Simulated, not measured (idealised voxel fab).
The following is a process module called voxel air gaps.
Shown is cross-section cut, with a width of 270 nm and square cells of size 5 nm.
Think of the cross-section as a grid of square cells. We describe it in bands, top to bottom, and each band covers one or more rows of those cells. Per band: top height and bottom height in nm, followed by the left-to-right materials and their widths in nm; "full width" marks a single material spanning edge to edge, "air" marks empty space. Where do heights start? At 0: under that level the wafer as delivered is made of one material only. And the lowest band has no floor; it just carries on downward, as in "0 down". A width given as "30..40" starts at the first number in the band's top row and ends at the second number in its bottom row, shifting by an equal amount at every step from row to row. The cross-section has no changed cell in any step marked "changes: none". This entry, "Unvented internal voids", enumerates those empty regions of no fewer than 8 cells that possess no open connection to the top. Each region is reported in the form width x height at distance, the distance being taken from the left edge, with all three quantities expressed in nm. What comes after the settings on a step's line is commentary from the simulator itself on that step. overlay nm, on a step with a mask: how far to the right of its planned place the mask lay; to the left if negative.

# The planned process steps are enumerated hereunder
1,RECEIVE | material Si
2,CONFORMAL_DEP | material SiO2 | thk nm 15
3,CONFORMAL_DEP | material SiN | thk nm 5
4,DIRECTIONAL_DEP | material lowk | thk nm 30
5,PATTERN | tone open | mask id LINES | material resist | width nm 15 | pitch nm 50 | thk nm 15 | overlay nm 0
6,DIRECTIONAL_ETCH | etch materials lowk | depth nm 30
7,STRIP | etch materials resist
8,CONFORMAL_DEP | material TiN | thk nm 5
9,FILL_DEP | material Cu | thk nm 10
10,CMP | height nm 50
11,EPI | material Ru | thk nm 10
12,SELECTIVE_ETCH | etch materials lowk | depth nm 40
13,CONFORMAL_DEP | material SiCN | thk nm 5
Variable across wafers: step 5 width nm (plan value is that of the first wafer; starting state common to all).

# First wafer of several, as received: cross-section after step 1
> 0 down | Si full width
> Unvented internal voids: none

# End of module, by wafer: material-by-material cell gain (+) or loss (-) since receipt, then closed voids
width nm 15 | +20 Cu | +56 Ru | +150 SiCN | +54 SiN | +162 SiO2 | +52 TiN | Unvented internal voids: none
width nm 20 | +40 Cu | +64 Ru | +150 SiCN | +54 SiN | +162 SiO2 | +56 TiN | Unvented internal voids: 20 x 20 at 75; 20 x 20 at 125; 20 x 20 at 175
width nm 25 | +60 Cu | +72 Ru | +138 SiCN | +54 SiN | +162 SiO2 | +60 TiN | Unvented internal voids: 15 x 20 at 75; 15 x 20 at 125; 15 x 20 at 175
width nm 30 | +80 Cu | +80 Ru | +78 SiCN | +54 SiN | +162 SiO2 | +64 TiN | +72 lowk | Unvented internal voids: none
width nm 35 | +100 Cu | +82 Ru | +78 SiCN | +54 SiN | +162 SiO2 | +68 TiN | +54 lowk | Unvented internal voids: none
